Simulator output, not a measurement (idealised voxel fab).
Proc. module: voxel self aligned vias
FYI the section here is cut, 235 nm wide, cells are 5 nm squares.
Just so we're on the same page, the cross-sections are grids of square cells, and they're listed out in bands top to bottom, each band one or more rows deep. Quick guide to a band line: top height, bottom height (nm) up front; then every material left to right with its width in nm. Only one material and it's marked "edge to edge"? Then it fills the band edge to edge. And "air" just means empty space. Convention: height 0 is the level below which the wafer, as received, is all one material. The lowest band does not terminate at the bottom but continues downward, represented as "top 0, no bottom". Graded width ("30..40"): value in top row of band = first number; value in bottom row = second number; row-to-row change constant. Where the words "all unchanged" appear for a step, the cross-section shows no cell changed by that step; every cell remained as before. "Enclosed internal voids" specifies each empty space that is not open to the top and that occupies no fewer than 8 cells, using the form width x height at distance, the distance measured from the left edge and all three quantities in nm. Formally, on a step line, whatever follows the settings is a remark that the simulator itself makes on the step. The setting "overlay nm" may be written on the line of a step. When the step uses a mask, the value reports how far to the right of the planned place the mask lay, and a negative value reports that it lay to the left.

Below is the list of planned process steps:
step 1: RECEIVE: material Si
step 2: CONFORMAL_DEP: material SiO2, thk nm 10
step 3: CONFORMAL_DEP: material SiCN, thk nm 5
step 4: DIRECTIONAL_DEP: material SiO2, thk nm 20
step 5: PATTERN: tone open, mask id LINES, material resist, width nm 20, pitch nm 60, thk nm 20, overlay nm 0
step 6: DIRECTIONAL_ETCH: etch materials SiO2, depth nm 20
step 7: STRIP: etch materials resist
step 8: CONFORMAL_DEP: material TiN, thk nm 5
step 9: FILL_DEP: material Ru, thk nm 5
step 10: CMP: height nm 35
step 11: SELECTIVE_ETCH: etch materials W Ru TiN, depth nm 10
step 12: FILL_DEP: material SiN, thk nm 5
step 13: CMP: height nm 35
step 14: DIRECTIONAL_DEP: material SiO2, thk nm 20
step 15: DIRECTIONAL_DEP: material aC, thk nm 15
step 16: PATTERN: tone open, mask id VIAS, material resist, width nm 30, thk nm 35, overlay nm 0
step 17: DIRECTIONAL_ETCH: etch materials aC, depth nm 15
step 18: STRIP: etch materials resist
step 19: DIRECTIONAL_ETCH: etch materials SiO2, depth nm 20
step 20: DIRECTIONAL_ETCH: etch materials SiN, depth nm 10
step 21: STRIP: etch materials aC
step 22: CONFORMAL_DEP: material TiN, thk nm 5
step 23: FILL_DEP: material Ru, thk nm 5
step 24: CMP: height nm 55
step 25: CONFORMAL_DEP: material SiN, thk nm 5

First wafer, two in total, run as planned:

Step 1 complete: cross-section of the wafer as received:
	top 0, no bottom | Si edge to edge
	Enclosed internal voids: none

The wafer in cross-section once step 2 is complete:
	top 10, bottom 0 | SiO2 edge to edge
	Under the height 0 nothing was changed.

The wafer in cross-section once step 3 is complete:
	top 15, bottom 10 | SiCN edge to edge
	Under the height 10 nothing was changed.

The wafer in cross-section once step 4 is complete:
	top 35, bottom 15 | SiO2 edge to edge
	Under the height 15 nothing was changed.

The wafer in cross-section once step 5 is complete:
	top 55, bottom 35 | resist 75  air 20  resist 40  air 20  resist 80
	Under the height 35 nothing was changed.

The wafer in cross-section once step 6 is complete:
	top 55, bottom 35 | resist 75  air 20  resist 40  air 20  resist 80
	top 35, bottom 15 | SiO2 75  air 20  SiO2 40  air 20  SiO2 80
	Under the height 15 nothing was changed.

The wafer in cross-section once step 7 is complete:
	top 35, bottom 15 | SiO2 75  air 20  SiO2 40  air 20  SiO2 80
	Under the height 15 nothing was changed.

The wafer in cross-section once step 8 is complete:
	top 40, bottom 35 | TiN 80  air 10  TiN 50  air 10  TiN 85
	top 35, bottom 20 | SiO2 75  TiN 5  air 10  TiN 5  SiO2 40  TiN 5  air 10  TiN 5  SiO2 80
	top 20, bottom 15 | SiO2 75  TiN 20  SiO2 40  TiN 20  SiO2 80
	Under the height 15 nothing was changed.

The wafer in cross-section once step 9 is complete:
	top 45, bottom 40 | Ru edge to edge
	top 40, bottom 35 | TiN 80  Ru 10  TiN 50  Ru 10  TiN 85
	top 35, bottom 20 | SiO2 75  TiN 5  Ru 10  TiN 5  SiO2 40  TiN 5  Ru 10  TiN 5  SiO2 80
	Under the height 20 nothing was changed.

The wafer in cross-section once step 10 is complete:
	top 35, bottom 20 | SiO2 75  TiN 5  Ru 10  TiN 5  SiO2 40  TiN 5  Ru 10  TiN 5  SiO2 80
	Under the height 20 nothing was changed.

The wafer in cross-section once step 11 is complete:
	top 35, bottom 25 | SiO2 75  air 20  SiO2 40  air 20  SiO2 80
	Under the height 25 nothing was changed.

The wafer in cross-section once step 12 is complete:
	top 40, bottom 35 | SiN edge to edge
	top 35, bottom 25 | SiO2 75  SiN 20  SiO2 40  SiN 20  SiO2 80
	Under the height 25 nothing was changed.

The wafer in cross-section once step 13 is complete:
	top 35, bottom 25 | SiO2 75  SiN 20  SiO2 40  SiN 20  SiO2 80
	Under the height 25 nothing was changed.

The wafer in cross-section once step 14 is complete:
	top 55, bottom 35 | SiO2 edge to edge
	Under the height 35 nothing was changed.

The wafer in cross-section once step 15 is complete:
	top 70, bottom 55 | aC edge to edge
	Under the height 55 nothing was changed.

The wafer in cross-section once step 16 is complete:
	top 105, bottom 70 | resist 70  air 30  resist 135
	Under the height 70 nothing was changed.

The wafer in cross-section once step 17 is complete:
	top 90, bottom 70 | resist 70  air 30  resist 135
	top 70, bottom 55 | aC 70  air 30  aC 135
	Under the height 55 nothing was changed.

The wafer in cross-section once step 18 is complete:
	top 70, bottom 55 | aC 70  air 30  aC 135
	Under the height 55 nothing was changed.

The wafer in cross-section once step 19 is complete:
	top 70, bottom 55 | aC 70  air 30  aC 135
	top 55, bottom 35 | SiO2 70  air 30  SiO2 135
	Under the height 35 nothing was changed.

The wafer in cross-section once step 20 is complete:
	top 70, bottom 55 | aC 70  air 30  aC 135
	top 55, bottom 35 | SiO2 70  air 30  SiO2 135
	top 35, bottom 25 | SiO2 75  air 20  SiO2 40  SiN 20  SiO2 80
	Under the height 25 nothing was changed.

The wafer in cross-section once step 21 is complete:
	top 55, bottom 35 | SiO2 70  air 30  SiO2 135
	Under the height 35 nothing was changed.

The wafer in cross-section once step 22 is complete:
	top 60, bottom 55 | TiN 75  air 20  TiN 140
	top 55, bottom 40 | SiO2 70  TiN 5  air 20  TiN 5  SiO2 135
	top 40, bottom 35 | SiO2 70  TiN 10  air 10  TiN 10  SiO2 135
	top 35, bottom 30 | SiO2 75  TiN 5  air 10  TiN 5  SiO2 40  SiN 20  SiO2 80
	top 30, bottom 25 | SiO2 75  TiN 20  SiO2 40  SiN 20  SiO2 80
	Under the height 25 nothing was changed.

The wafer in cross-section once step 23 is complete:
	top 65, bottom 60 | Ru edge to edge
	top 60, bottom 55 | TiN 75  Ru 20  TiN 140
	top 55, bottom 40 | SiO2 70  TiN 5  Ru 20  TiN 5  SiO2 135
	top 40, bottom 35 | SiO2 70  TiN 10  Ru 10  TiN 10  SiO2 135
	top 35, bottom 30 | SiO2 75  TiN 5  Ru 10  TiN 5  SiO2 40  SiN 20  SiO2 80
	Under the height 30 nothing was changed.

The wafer in cross-section once step 24 is complete:
	top 55, bottom 40 | SiO2 70  TiN 5  Ru 20  TiN 5  SiO2 135
	Under the height 40 nothing was changed.

The wafer in cross-section once step 25 is complete:
	top 60, bottom 55 | SiN edge to edge
	Under the height 55 nothing was changed.

The second wafer began exactly as the first did and followed the same plan, but one mistake was made while running it; through step 4 inclusive, the two wafers are identical:

Second wafer at the planned finish of step 5, seen in cross-section:
	top 55, bottom 35 | air 75  resist 20  air 40  resist 20  air 80
	Under the height 35 nothing was changed.

Second wafer at the planned finish of step 6, seen in cross-section:
	top 55, bottom 35 | air 75  resist 20  air 40  resist 20  air 80
	top 35, bottom 15 | air 75  SiO2 20  air 40  SiO2 20  air 80
	Under the height 15 nothing was changed.

Second wafer at the planned finish of step 7, seen in cross-section:
	top 35, bottom 15 | air 75  SiO2 20  air 40  SiO2 20  air 80
	Under the height 15 nothing was changed.

Second wafer at the planned finish of step 8, seen in cross-section:
	top 40, bottom 35 | air 70  TiN 30  air 30  TiN 30  air 75
	top 35, bottom 20 | air 70  TiN 5  SiO2 20  TiN 5  air 30  TiN 5  SiO2 20  TiN 5  air 75
	top 20, bottom 15 | TiN 75  SiO2 20  TiN 40  SiO2 20  TiN 80
	Under the height 15 nothing was changed.

Second wafer at the planned finish of step 9, seen in cross-section:
	top 45, bottom 40 | Ru edge to edge
	top 40, bottom 35 | Ru 70  TiN 30  Ru 30  TiN 30  Ru 75
	top 35, bottom 20 | Ru 70  TiN 5  SiO2 20  TiN 5  Ru 30  TiN 5  SiO2 20  TiN 5  Ru 75
	Under the height 20 nothing was changed.

Second wafer at the planned finish of step 10, seen in cross-section:
	top 35, bottom 20 | Ru 70  TiN 5  SiO2 20  TiN 5  Ru 30  TiN 5  SiO2 20  TiN 5  Ru 75
	Under the height 20 nothing was changed.

Second wafer at the planned finish of step 11, seen in cross-section:
	top 35, bottom 25 | air 75  SiO2 20  air 40  SiO2 20  air 80
	Under the height 25 nothing was changed.

Second wafer at the planned finish of step 12, seen in cross-section:
	top 40, bottom 35 | SiN edge to edge
	top 35, bottom 25 | SiN 75  SiO2 20  SiN 40  SiO2 20  SiN 80
	Under the height 25 nothing was changed.

Second wafer at the planned finish of step 13, seen in cross-section:
	top 35, bottom 25 | SiN 75  SiO2 20  SiN 40  SiO2 20  SiN 80
	Under the height 25 nothing was changed.

Second wafer at the planned finish of step 14, seen in cross-section:
	top 55, bottom 35 | SiO2 edge to edge
	Under the height 35 nothing was changed.

Second wafer at the planned finish of step 15, seen in cross-section:
	top 70, bottom 55 | aC edge to edge
	Under the height 55 nothing was changed.

Second wafer at the planned finish of step 16, seen in cross-section:
	top 105, bottom 70 | resist 70  air 30  resist 135
	Under the height 70 nothing was changed.

Second wafer at the planned finish of step 17, seen in cross-section:
	top 90, bottom 70 | resist 70  air 30  resist 135
	top 70, bottom 55 | aC 70  air 30  aC 135
	Under the height 55 nothing was changed.

Second wafer at the planned finish of step 18, seen in cross-section:
	top 70, bottom 55 | aC 70  air 30  aC 135
	Under the height 55 nothing was changed.

Second wafer at the planned finish of step 19, seen in cross-section:
	top 70, bottom 55 | aC 70  air 30  aC 135
	top 55, bottom 35 | SiO2 70  air 30  SiO2 135
	Under the height 35 nothing was changed.

Second wafer at the planned finish of step 20, seen in cross-section:
	top 70, bottom 55 | aC 70  air 30  aC 135
	top 55, bottom 35 | SiO2 70  air 30  SiO2 135
	top 35, bottom 25 | SiN 70  air 5  SiO2 20  air 5  SiN 35  SiO2 20  SiN 80
	Under the height 25 nothing was changed.

Second wafer at the planned finish of step 21, seen in cross-section:
	top 55, bottom 35 | SiO2 70  air 30  SiO2 135
	Under the height 35 nothing was changed.

Second wafer at the planned finish of step 22, seen in cross-section:
	top 60, bottom 55 | TiN 75  air 20  TiN 140
	top 55, bottom 40 | SiO2 70  TiN 5  air 20  TiN 5  SiO2 135
	top 40, bottom 35 | SiO2 70  TiN 30  SiO2 135
	top 35, bottom 25 | SiN 70  TiN 5  SiO2 20  TiN 5  SiN 35  SiO2 20  SiN 80
	Under the height 25 nothing was changed.

Second wafer at the planned finish of step 23, seen in cross-section:
	top 65, bottom 60 | Ru edge to edge
	top 60, bottom 55 | TiN 75  Ru 20  TiN 140
	top 55, bottom 40 | SiO2 70  TiN 5  Ru 20  TiN 5  SiO2 135
	Under the height 40 nothing was changed.

Second wafer at the planned finish of step 24, seen in cross-section:
	top 55, bottom 40 | SiO2 70  TiN 5  Ru 20  TiN 5  SiO2 135
	Under the height 40 nothing was changed.

Second wafer at the planned finish of step 25, seen in cross-section:
	top 60, bottom 55 | SiN edge to edge
	Under the height 55 nothing was changed.
So what did we get wrong on this run? step 5 changed vs plan, executed as PATTERN: tone cover, mask id LINES, material resist, width nm 20, pitch nm 60, thk nm 20, overlay nm 0
It is noted that, at the conclusion of processing, the second wafer exhibits a higher or lower cell count for certain materials relative to the first: Ru +27; SiN +66; SiO2 -124; TiN +31
